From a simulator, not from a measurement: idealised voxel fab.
The process module presented herein is designated voxel air gaps.
Pictured: cross-section cut, 275 nm wide, on a grid of 5 nm square cells.
Cross-section format: a grid of square cells, given as bands from top to bottom; each band is one or more rows of cells. Quick guide to a band line: top height, bottom height (nm) up front; then every material left to right with its width in nm. Only one material and it's marked "throughout"? Then it fills the band edge to edge. And "empty" just means empty space. Convention: height 0 is the level below which the wafer, as received, is all one material. The lowest band does not terminate at the bottom but continues downward, represented as "from 0 down". So if you see something like "30..40" for the width, read it as the top row of the band sitting at the first number and the bottom row at the second, with every row in between moving by the same amount as the last. It should be understood that the words "left unchanged", when stated for a given step, signify that the cross-section underwent no change in any of its cells during that step. Any empty space of 8 cells or more lacking an open way to the top shows up in "Closed void roster" as width x height at distance, distance from the left edge, in nm. Where a step's line continues beyond its settings, the continuation is a remark by the simulator itself on that step. Regarding "overlay nm": on a step with a mask, it is the distance the mask lay to the right of its planned place; a negative value places it to the left.

Planned process steps:
step 1: RECEIVE, material Si
step 2: CONFORMAL_DEP, material SiO2, thk nm 10
step 3: CONFORMAL_DEP, material SiCN, thk nm 5
step 4: DIRECTIONAL_DEP, material SiO2, thk nm 35
step 5: MASKED_ETCH, tone open, mask id LINES, width nm 20, pitch nm 45, etch materials SiO2, depth nm 35, overlay nm 0
step 6: CONFORMAL_DEP, material TiN, thk nm 5
step 7: FILL_DEP, material Ru, thk nm 5
step 8: CMP, height nm 50
step 9: EPI, material Ru, thk nm 10
step 10: SELECTIVE_ETCH, etch materials SiO2, depth nm 45
step 11: CONFORMAL_DEP, material SiCN, thk nm 5

Cross-section of the wafer as it came to us, i.e., already through step 1:
	from 0 down  Si throughout
	Closed void roster: none

Module complete - cross-section of the first of two wafers, run according to plan:
	from 65 to 60  empty=65 | SiCN=140 | empty=70
	from 60 to 50  empty=65 | SiCN=5 | Ru=40 | SiCN=5 | Ru=40 | SiCN=5 | Ru=40 | SiCN=5 | empty=70
	from 50 to 45  empty=65 | SiCN=15 | TiN=5 | Ru=10 | TiN=5 | SiCN=25 | TiN=5 | Ru=10 | TiN=5 | SiCN=25 | TiN=5 | Ru=10 | TiN=5 | SiCN=15 | empty=70
	from 45 to 20  empty=75 | SiCN=5 | TiN=5 | Ru=10 | TiN=5 | SiCN=5 | empty=15 | SiCN=5 | TiN=5 | Ru=10 | TiN=5 | SiCN=5 | empty=15 | SiCN=5 | TiN=5 | Ru=10 | TiN=5 | SiCN=5 | empty=80
	from 20 to 15  SiCN=80 | TiN=20 | SiCN=25 | TiN=20 | SiCN=25 | TiN=20 | SiCN=85
	from 15 to 10  SiCN throughout
	from 10 to 0  SiO2 throughout
	from 0 down  Si throughout
	Closed void roster: 15 x 25 at 105; 15 x 25 at 150

This is the second of the two wafers, cross-sectioned at the end of the module; it started exactly like the first and was given the same plan, but it was run with one mistake:
	from 65 to 60  SiCN throughout
	from 60 to 50  Ru throughout
	from 50 to 45  TiN=85 | Ru=10 | TiN=35 | Ru=10 | TiN=35 | Ru=10 | TiN=90
	from 45 to 15  SiO2=80 | TiN=5 | Ru=10 | TiN=5 | SiO2=25 | TiN=5 | Ru=10 | TiN=5 | SiO2=25 | TiN=5 | Ru=10 | TiN=5 | SiO2=85
	from 15 to 10  SiO2=80 | TiN=20 | SiO2=25 | TiN=20 | SiO2=25 | TiN=20 | SiO2=85
	from 10 to 5  SiCN throughout
	from 5 to 0  SiO2 throughout
	from 0 down  Si throughout
	Closed void roster: none
What broke from the plan during processing? not per plan at step 2, really ran CONFORMAL_DEP, material SiO2, thk nm 5
At the finish, the second wafer shows more or fewer cells for some materials than the first does: Ru: 68 more; SiCN: 70 fewer; SiO2: 246 more; TiN: 49 more
The closed voids present at the end amount to 2 for the first wafer and 0 for the second wafer.
